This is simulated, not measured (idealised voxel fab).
process module | voxel double patterning
cross-section cut | 200 nm wide | cells 5 nm
A cross-section is a grid of square cells, given in bands from the top down. A band is one or more rows of cells.
Each band's line starts with the height of the band's top and of its bottom, in nm. Then come its materials from left to right, each with its width in nm. One material with "throughout" fills the band from edge to edge. "air" is empty space.
Height 0 is the level under which the wafer as received is all one material. The lowest band goes on downwards, as in "0 down".
A width such as "30 to 40" changes by the same amount from each row of cells to the next, from the band's top row to its bottom row.
"no change" after a step means that no cell of the cross-section changed.
closed voids: empty space of 8 cells or more with no open way to the top, each as width x height at its distance from the left edge, in nm
after a step's settings: what the simulator itself notes on the step
overlay nm, on a step with a mask: how far to the right of its planned place the mask lay; to the left if negative
plan
1 op RECEIVE | material Si
2 op CONFORMAL_DEP | material SiO2 | thk nm 10
3 op DIRECTIONAL_DEP | material polySi | thk nm 20
4 op DIRECTIONAL_DEP | material SiN | thk nm 5
5 op MASKED_ETCH | tone open | mask id FIRST | width nm 15 | pitch nm 50 | etch materials SiN | depth nm 5 | overlay nm 0
6 op PATTERN | tone open | mask id SECOND | material resist | width nm 15 | pitch nm 50 | thk nm 15 | overlay nm 0
7 op DIRECTIONAL_ETCH | etch materials SiN | depth nm 5
8 op STRIP | etch materials resist
9 op DIRECTIONAL_ETCH | etch materials polySi | depth nm 20
10 op STRIP | etch materials SiN
as received, after step 1
  0 down: Si throughout
  closed voids: none
first wafer at the end, as planned
  30 to 10: polySi 40 | air 15 | polySi 10 | air 15 | polySi 10 | air 15 | polySi 10 | air 15 | polySi 10 | air 15 | polySi 45
  10 to 0: SiO2 throughout
  0 down: Si throughout
  closed voids: none
second wafer at the end: like start, like plan, one mistake
  50 to 30: polySi 40 | air 15 | polySi 10 | air 15 | polySi 10 | air 15 | polySi 10 | air 15 | polySi 10 | air 15 | polySi 45
  30 to 10: polySi throughout
  10 to 0: SiO2 throughout
  0 down: Si throughout
  closed voids: none
what went wrong: step 3 was run twice
at the end the second wafer has, in cells: 160 more of polySi
